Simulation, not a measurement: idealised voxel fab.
Herein follows the process module entitled voxel transistor to metal.
Cross-section cut spans 265 nm and uses square cells 5 nm in size.
Cross-section, as written here: a square-cell grid given band by band from the top down, where a band holds one or more rows of cells. Quick guide to a band line: top height, bottom height (nm) up front; then every material left to right with its width in nm. Only one material and it's marked "edge to edge"? Then it fills the band edge to edge. And "blank" just means empty space. Counting heights begins at 0, where everything beneath is, in the wafer as received, one material. The lowest band has no bottom; it goes on downwards, as "0..down" shows. Top row gets the first number, bottom row gets the second, and each row in between changes by the same step: that is how a band width like "30 to 40" works. Reading "nothing got changed" for a step: not a cell of the cross-section changed in it. "Enclosed void inventory" specifies each empty space that is not open to the top and that occupies no fewer than 8 cells, using the form width x height at distance, the distance measured from the left edge and all three quantities in nm. It should be noted that, on the line of a given step, the content following the step's settings is a remark produced by the simulator itself with respect to that step. Among the settings permitted on a step's line is "overlay nm"; applied to a step with a mask, it specifies the extent to which the mask lay to the right of its planned position, whereas a negative figure signifies a position to the left.
The steps planned for the process are as follows
1) RECEIVE: material Si
2) CONFORMAL_DEP: material SiO2, thk nm 5
3) CONFORMAL_DEP: material SiN, thk nm 10
4) DIRECTIONAL_DEP: material aC, thk nm 10
5) PATTERN: tone cover, mask id ACTIVE, material resist, width nm 105, pitch nm 125, thk nm 30, overlay nm 0
6) DIRECTIONAL_ETCH: etch materials aC, depth nm 10
7) STRIP: etch materials resist
8) DIRECTIONAL_ETCH: etch materials SiN, depth nm 10
9) DIRECTIONAL_ETCH: etch materials SiO2, depth nm 5
10) DIRECTIONAL_ETCH: etch materials Si, depth nm 35
11) STRIP: etch materials aC
12) FILL_DEP: material SiO2, thk nm 10
13) CMP: height nm 15
14) SELECTIVE_ETCH: etch materials SiO2, depth nm 5
15) STRIP: etch materials SiN
16) SELECTIVE_ETCH: etch materials SiO2, depth nm 5
17) OXIDIZE: depth nm 5
18) DIRECTIONAL_DEP: material polySi, thk nm 25
19) DIRECTIONAL_DEP: material SiCN, thk nm 15
20) MASKED_ETCH: tone cover, mask id GATE, width nm 25, pitch nm 125, etch materials SiCN, depth nm 25, overlay nm 0
21) MASKED_ETCH: tone cover, mask id GATE, width nm 25, pitch nm 125, etch materials polySi, depth nm 35, overlay nm 0
22) CONFORMAL_DEP: material SiN, thk nm 5
23) DIRECTIONAL_ETCH: etch materials SiN, depth nm 5
24) DIRECTIONAL_ETCH: etch materials SiO2, depth nm 5
25) EPI: material nSi, thk nm 5
26) FILL_DEP: material SiO2, thk nm 10
27) CMP: height nm 25
28) STRIP: etch materials polySi
29) SELECTIVE_ETCH: etch materials SiO2, depth nm 5
30) CONFORMAL_DEP: material HfO2, thk nm 5
31) CONFORMAL_DEP: material TiN, thk nm 5
32) FILL_DEP: material W, thk nm 10
33) CMP: height nm 20
34) DIRECTIONAL_DEP: material SiO2, thk nm 10
35) PATTERN: tone open, mask id CONTACT, material resist, width nm 15, thk nm 20, overlay nm 0
36) DIRECTIONAL_ETCH: etch materials SiO2, depth nm 30
37) STRIP: etch materials resist
38) CONFORMAL_DEP: material TiN, thk nm 5
39) FILL_DEP: material Ru, thk nm 10
40) CMP: height nm 30
41) CONFORMAL_DEP: material SiN, thk nm 5
42) DIRECTIONAL_DEP: material lowk, thk nm 15
43) PATTERN: tone open, mask id METAL_1, material resist, width nm 15, thk nm 15, overlay nm 0
44) DIRECTIONAL_ETCH: etch materials lowk, depth nm 15
45) DIRECTIONAL_ETCH: etch materials SiN, depth nm 5
46) STRIP: etch materials resist
47) CONFORMAL_DEP: material TiN, thk nm 5
48) FILL_DEP: material Cu, thk nm 5
49) CMP: height nm 50
50) EPI: material Ru, thk nm 5
51) FILL_DEP: material SiCN, thk nm 5
This is the cross-section of the wafer as we received it, i.e. after step 1
	0..down  Si edge to edge
	Enclosed void inventory: none
Cross-section, end of module. Start: as above. Plan: as above. Execution: one mistake
	60..55  SiCN edge to edge
	55..50  SiCN (20), then Ru (25), then SiCN (45), then Ru (25), then SiCN (30), then Ru (25), then SiCN (45), then Ru (25), then SiCN (25)
	50..35  lowk (25), then TiN (5), then Cu (5), then TiN (5), then lowk (55), then TiN (5), then Cu (5), then TiN (5), then lowk (40), then TiN (5), then Cu (5), then TiN (5), then lowk (55), then TiN (5), then Cu (5), then TiN (5), then lowk (30)
	35..30  SiN (25), then TiN (15), then SiN (55), then TiN (15), then SiN (40), then TiN (15), then SiN (55), then TiN (15), then SiN (30)
	30..20  SiO2 (25), then TiN (5), then Ru (10), then TiN (5), then SiO2 (50), then TiN (5), then Ru (10), then TiN (5), then SiO2 (35), then TiN (5), then Ru (10), then TiN (5), then SiO2 (50), then TiN (5), then Ru (10), then TiN (5), then SiO2 (25)
	20..5  SiO2 (25), then TiN (5), then Ru (10), then TiN (5), then SiO2 (5), then SiN (5), then HfO2 (5), then TiN (5), then W (5), then TiN (5), then HfO2 (5), then SiN (5), then SiO2 (10), then TiN (5), then Ru (10), then TiN (5), then SiO2 (35), then TiN (5), then Ru (10), then TiN (5), then SiO2 (5), then SiN (5), then HfO2 (5), then TiN (5), then W (5), then TiN (5), then HfO2 (5), then SiN (5), then SiO2 (10), then TiN (5), then Ru (10), then TiN (5), then SiO2 (25)
	5..0  SiO2 (10), then SiN (5), then SiO2 (10), then TiN (20), then SiO2 (5), then SiN (5), then HfO2 (5), then TiN (15), then HfO2 (5), then SiN (5), then SiO2 (10), then TiN (20), then SiO2 (5), then SiN (5), then SiO2 (10), then SiN (5), then SiO2 (10), then TiN (20), then SiO2 (5), then SiN (5), then HfO2 (5), then TiN (15), then HfO2 (5), then SiN (5), then SiO2 (10), then TiN (20), then SiO2 (5), then SiN (5), then SiO2 (15)
	0..-5  SiO2 (15), then nSi (35), then HfO2 (35), then nSi (35), then SiO2 (20), then nSi (35), then HfO2 (35), then nSi (35), then SiO2 (20)
	-5..-35  SiO2 (15), then Si (105), then SiO2 (20), then Si (105), then SiO2 (20)
	-35..down  Si edge to edge
	Enclosed void inventory: none
What went wrong in running the wafer? rather than as planned, step 35 actually ran as PATTERN: tone open, mask id CONTACT, material resist, width nm 20, thk nm 20, overlay nm 0
